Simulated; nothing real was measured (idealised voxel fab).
The following process module bears the name voxel self aligned contacts.
Xsec cut, 240 nm wide, square cell size 5 nm.
Notation: cross-section as square-cell grid; stated in bands, top first, going down; one or more cell rows per band. Band entry format. Leading values: height of top, height of bottom, nm. Remainder: materials in left-to-right order, each with its width in nm. Special words: "everywhere" on a single material, which then fills the band edge to edge; "air", empty space. Counting heights begins at 0, where everything beneath is, in the wafer as received, one material. The lowest band has no bottom; it goes on downwards, as "from 0 down" shows. You'd read "30->40" like this: the band's top row of cells is as wide as the first number, its bottom row is as wide as the second, and going down, every row changes width by the same amount as the row before did. Where the words "no modification" appear for a step, the cross-section shows no cell changed by that step; every cell remained as before. Voids not open to the top, 8 cells minimum: see "Enclosed void list". Written width x height at distance; distance is from the left edge; nm. The remark found on a step's line after its settings is issued by the simulator itself and pertains to that step. overlay nm: where the mask lay relative to plan, measured to the right, on steps with a mask; negatives go left.

Here's what the planned process steps look like
1: RECEIVE,material Si
2: OXIDIZE,depth nm 5
3: DIRECTIONAL_DEP,material polySi,thk nm 20
4: DIRECTIONAL_DEP,material SiN,thk nm 20
5: DIRECTIONAL_DEP,material aC,thk nm 15
6: PATTERN,tone cover,mask id GATE,material resist,width nm 30,pitch nm 70,thk nm 30,overlay nm 0
7: DIRECTIONAL_ETCH,etch materials aC,depth nm 15
8: STRIP,etch materials resist
9: DIRECTIONAL_ETCH,etch materials SiN,depth nm 20
10: DIRECTIONAL_ETCH,etch materials polySi,depth nm 20
11: STRIP,etch materials aC
12: CONFORMAL_DEP,material SiN,thk nm 10
13: DIRECTIONAL_ETCH,etch materials SiN,depth nm 10
14: FILL_DEP,material SiO2,thk nm 20
15: CMP,height nm 50
16: PATTERN,tone open,mask id CONTACT,material resist,width nm 50,thk nm 20,overlay nm 0
17: DIRECTIONAL_ETCH,etch materials SiO2,depth nm 55
18: STRIP,etch materials resist
19: CONFORMAL_DEP,material TiN,thk nm 5
20: FILL_DEP,material W,thk nm 10
21: CMP,height nm 50
22: CONFORMAL_DEP,material SiCN,thk nm 5

First out of two wafers; run went to plan

Cross-section of the wafer upon arrival, representing the state reached after step 1
> from 0 down: Si everywhere
> Enclosed void list: none

After step 2: wafer cross-section
> from 0 to -5: SiO2 everywhere
> Everything under -5 stays put, no change at all.

After step 3: wafer cross-section
> from 20 to 0: polySi everywhere
> Everything under 0 stays put, no change at all.

After step 4: wafer cross-section
> from 40 to 20: SiN everywhere
> Everything under 20 stays put, no change at all.

After step 5: wafer cross-section
> from 55 to 40: aC everywhere
> Everything under 40 stays put, no change at all.

After step 6: wafer cross-section
> from 85 to 55: air (70); resist (30); air (40); resist (30); air (70)
> Everything under 55 stays put, no change at all.

After step 7: wafer cross-section
> from 70 to 55: air (70); resist (30); air (40); resist (30); air (70)
> from 55 to 40: air (70); aC (30); air (40); aC (30); air (70)
> Everything under 40 stays put, no change at all.

After step 8: wafer cross-section
> from 55 to 40: air (70); aC (30); air (40); aC (30); air (70)
> Everything under 40 stays put, no change at all.

After step 9: wafer cross-section
> from 55 to 40: air (70); aC (30); air (40); aC (30); air (70)
> from 40 to 20: air (70); SiN (30); air (40); SiN (30); air (70)
> Everything under 20 stays put, no change at all.

After step 10: wafer cross-section
> from 55 to 40: air (70); aC (30); air (40); aC (30); air (70)
> from 40 to 20: air (70); SiN (30); air (40); SiN (30); air (70)
> from 20 to 0: air (70); polySi (30); air (40); polySi (30); air (70)
> Everything under 0 stays put, no change at all.

After step 11: wafer cross-section
> from 40 to 20: air (70); SiN (30); air (40); SiN (30); air (70)
> Everything under 20 stays put, no change at all.

After step 12: wafer cross-section
> from 50 to 20: air (60); SiN (50); air (20); SiN (50); air (60)
> from 20 to 10: air (60); SiN (10); polySi (30); SiN (10); air (20); SiN (10); polySi (30); SiN (10); air (60)
> from 10 to 0: SiN (70); polySi (30); SiN (40); polySi (30); SiN (70)
> Everything under 0 stays put, no change at all.

After step 13: wafer cross-section
> from 40 to 20: air (60); SiN (50); air (20); SiN (50); air (60)
> from 20 to 0: air (60); SiN (10); polySi (30); SiN (10); air (20); SiN (10); polySi (30); SiN (10); air (60)
> Everything under 0 stays put, no change at all.

After step 14: wafer cross-section
> from 60 to 40: SiO2 everywhere
> from 40 to 20: SiO2 (60); SiN (50); SiO2 (20); SiN (50); SiO2 (60)
> from 20 to 0: SiO2 (60); SiN (10); polySi (30); SiN (10); SiO2 (20); SiN (10); polySi (30); SiN (10); SiO2 (60)
> Everything under 0 stays put, no change at all.

After step 15: wafer cross-section
> from 50 to 40: SiO2 everywhere
> Everything under 40 stays put, no change at all.

After step 16: wafer cross-section
> from 70 to 50: resist (95); air (50); resist (95)
> Everything under 50 stays put, no change at all.

After step 17: wafer cross-section
> from 70 to 50: resist (95); air (50); resist (95)
> from 50 to 40: SiO2 (95); air (50); SiO2 (95)
> from 40 to 20: SiO2 (60); SiN (50); air (20); SiN (50); SiO2 (60)
> from 20 to 0: SiO2 (60); SiN (10); polySi (30); SiN (10); air (20); SiN (10); polySi (30); SiN (10); SiO2 (60)
> from 0 to -5: SiO2 (110); air (20); SiO2 (110)
> Everything under -5 stays put, no change at all.

After step 18: wafer cross-section
> from 50 to 40: SiO2 (95); air (50); SiO2 (95)
> Everything under 40 stays put, no change at all.

After step 19: wafer cross-section
> from 55 to 50: TiN (100); air (40); TiN (100)
> from 50 to 40: SiO2 (95); TiN (5->20); air (40->10); TiN (5->20); SiO2 (95)
> from 40 to 20: SiO2 (60); SiN (50); TiN (5); air (10); TiN (5); SiN (50); SiO2 (60)
> from 20 to 0: SiO2 (60); SiN (10); polySi (30); SiN (10); TiN (5); air (10); TiN (5); SiN (10); polySi (30); SiN (10); SiO2 (60)
> from 0 to -5: SiO2 (110); TiN (20); SiO2 (110)
> Everything under -5 stays put, no change at all.

After step 20: wafer cross-section
> from 65 to 55: W everywhere
> from 55 to 50: TiN (100); W (40); TiN (100)
> from 50 to 40: SiO2 (95); TiN (5->20); W (40->10); TiN (5->20); SiO2 (95)
> from 40 to 20: SiO2 (60); SiN (50); TiN (5); W (10); TiN (5); SiN (50); SiO2 (60)
> from 20 to 0: SiO2 (60); SiN (10); polySi (30); SiN (10); TiN (5); W (10); TiN (5); SiN (10); polySi (30); SiN (10); SiO2 (60)
> Everything under 0 stays put, no change at all.

After step 21: wafer cross-section
> from 50 to 40: SiO2 (95); TiN (5->20); W (40->10); TiN (5->20); SiO2 (95)
> Everything under 40 stays put, no change at all.

After step 22: wafer cross-section
> from 55 to 50: SiCN everywhere
> Everything under 50 stays put, no change at all.

It is to be noted that the second wafer proceeded from the same initial state and according to the same plan as the first, although one mistake was committed in its execution; through step 21, inclusive, the two wafers share an identical history

Look at the second wafer in cross-section at the time step 22 ought to have finished
> from 55 to 50: SiN everywhere
> Everything under 50 stays put, no change at all.
Processing error: not per plan at step 22, really ran CONFORMAL_DEP,material SiN,thk nm 5
End of process, cell counts, second wafer against first, materials with more or fewer: SiCN: 48 fewer; SiN: 48 more
